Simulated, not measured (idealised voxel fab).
Process module in this document: voxel quadruple lines
Xsec cut, 140 nm wide, square cell size 5 nm.
A cross-section in this document is a grid of square cells, and it is written down as bands, the top band listed before the ones below it; a band is made up of one or more rows of cells.
Each band's line starts with the height of the band's top and of its bottom, in nm. Then come its materials from left to right, each with its width in nm. One material with "edge to edge" fills the band from edge to edge. "blank" is empty space.
Beneath 0, the wafer as received is one material, and that level is where height counting begins. The lowest band goes on downward without a bottom; it is written like "0 nm and below".
Graded width ("30->40"): value in top row of band = first number; value in bottom row = second number; row-to-row change constant.
No cell of the cross-section changed in a step that is given as "stayed the same".
Enclosed voids (no open way to top), threshold 8 cells or more, entry "Closed void catalog", notation width x height at distance, distance from left edge, nm.
On a step's line, text after the settings is the simulator commenting on that step.
When a step includes a mask, the "overlay nm" setting on its line states how far to the right of its planned place that mask lay, and negative values state how far to the left.
# Planned step list for the process
- 1: RECEIVE, material Si
- 2: CONFORMAL_DEP, material SiO2, thk nm 5
- 3: DIRECTIONAL_DEP, material TiN, thk nm 10
- 4: DIRECTIONAL_DEP, material polySi, thk nm 15
- 5: DIRECTIONAL_DEP, material aC, thk nm 20
- 6: PATTERN, tone cover, mask id MANDREL, material resist, width nm 35, thk nm 25, overlay nm -15
- 7: DIRECTIONAL_ETCH, etch materials aC, depth nm 20
- 8: STRIP, etch materials resist
- 9: CONFORMAL_DEP, material SiO2, thk nm 15
- 10: DIRECTIONAL_ETCH, etch materials SiO2, depth nm 15
- 11: STRIP, etch materials aC
- 12: DIRECTIONAL_ETCH, etch materials polySi, depth nm 15
- 13: STRIP, etch materials SiO2
- 14: CONFORMAL_DEP, material SiCN, thk nm 10
- 15: DIRECTIONAL_ETCH, etch materials SiCN, depth nm 10
- 16: STRIP, etch materials polySi
- 17: DIRECTIONAL_ETCH, etch materials TiN, depth nm 10
- 18: STRIP, etch materials SiCN
- 19: FILL_DEP, material SiO2, thk nm 10
- 20: CMP, height nm 15
The plan's step 6 overlay nm is the first wafer's value; the wafers differ in this setting and start identical.
# Received wafers, first of several: cross-section after step 1
- 0 nm and below | Si edge to edge
- Closed void catalog: none
# Take any row and you have a wafer at the end of the module: how many cells of each material it has gained (+) or lost (-) since it was received, and then its closed voids
overlay nm -15 | +68 SiO2 | +16 TiN | Closed void catalog: none
overlay nm -10 | +68 SiO2 | +16 TiN | Closed void catalog: none
overlay nm -5 | +68 SiO2 | +16 TiN | Closed void catalog: none
overlay nm 0 | +68 SiO2 | +16 TiN | Closed void catalog: none
overlay nm 5 | +68 SiO2 | +16 TiN | Closed void catalog: none
overlay nm 10 | +68 SiO2 | +16 TiN | Closed void catalog: none
overlay nm 15 | +68 SiO2 | +16 TiN | Closed void catalog: none
